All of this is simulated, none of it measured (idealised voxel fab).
process module | voxel self aligned contacts
cross-section cut | 300 nm wide | cells 5 nm
A cross-section is a grid of square cells, given in bands from the top down. A band is one or more rows of cells.
Each band's line starts with the height of the band's top and of its bottom, in nm. Then come its materials from left to right, each with its width in nm. One material with "throughout" fills the band from edge to edge. "air" is empty space.
Height 0 is the level under which the wafer as received is all one material. The lowest band goes on downwards, as in "0 down".
A width such as "30 to 40" changes by the same amount from each row of cells to the next, from the band's top row to its bottom row.
"no change" after a step means that no cell of the cross-section changed.
closed voids: empty space of 8 cells or more with no open way to the top, each as width x height at its distance from the left edge, in nm
after a step's settings: what the simulator itself notes on the step
overlay nm, on a step with a mask: how far to the right of its planned place the mask lay; to the left if negative
plan
1 op RECEIVE | material Si
2 op CONFORMAL_DEP | material SiO2 | thk nm 5
3 op DIRECTIONAL_DEP | material polySi | thk nm 25
4 op DIRECTIONAL_DEP | material SiN | thk nm 20
5 op DIRECTIONAL_DEP | material aC | thk nm 10
6 op PATTERN | tone cover | mask id GATE | material resist | width nm 25 | pitch nm 55 | thk nm 30 | overlay nm 0
7 op DIRECTIONAL_ETCH | etch materials aC | depth nm 10
8 op STRIP | etch materials resist
9 op DIRECTIONAL_ETCH | etch materials SiN | depth nm 20
10 op DIRECTIONAL_ETCH | etch materials polySi | depth nm 25
11 op STRIP | etch materials aC
12 op CONFORMAL_DEP | material SiN | thk nm 5
13 op DIRECTIONAL_ETCH | etch materials SiN | depth nm 5
14 op FILL_DEP | material SiO2 | thk nm 10
15 op CMP | height nm 55
16 op MASKED_ETCH | tone open | mask id CONTACT | width nm 40 | pitch nm 55 | etch materials SiO2 | depth nm 55 | overlay nm 0
17 op CONFORMAL_DEP | material TiN | thk nm 5
18 op FILL_DEP | material W | thk nm 5
19 op CMP | height nm 55
20 op CONFORMAL_DEP | material SiCN | thk nm 5
as received, after step 1
  0 down: Si throughout
  closed voids: none
a wafer at the end: this start, this plan, one mistake
  60 to 55: SiCN throughout
  55 to 35: SiO2 75 | SiN 5 | polySi 25 | SiN 5 | TiN 5 | W 10 | TiN 5 | SiN 5 | polySi 25 | SiN 5 | TiN 5 | W 10 | TiN 5 | SiN 5 | polySi 25 | SiN 5 | SiO2 80
  35 to 30: SiO2 75 | SiN 5 | polySi 25 | SiN 5 | TiN 20 | SiN 5 | polySi 25 | SiN 5 | TiN 20 | SiN 5 | polySi 25 | SiN 5 | SiO2 80
  30 to 5: polySi throughout
  5 to 0: SiO2 throughout
  0 down: Si throughout
  closed voids: none
what went wrong: step 3 was run twice
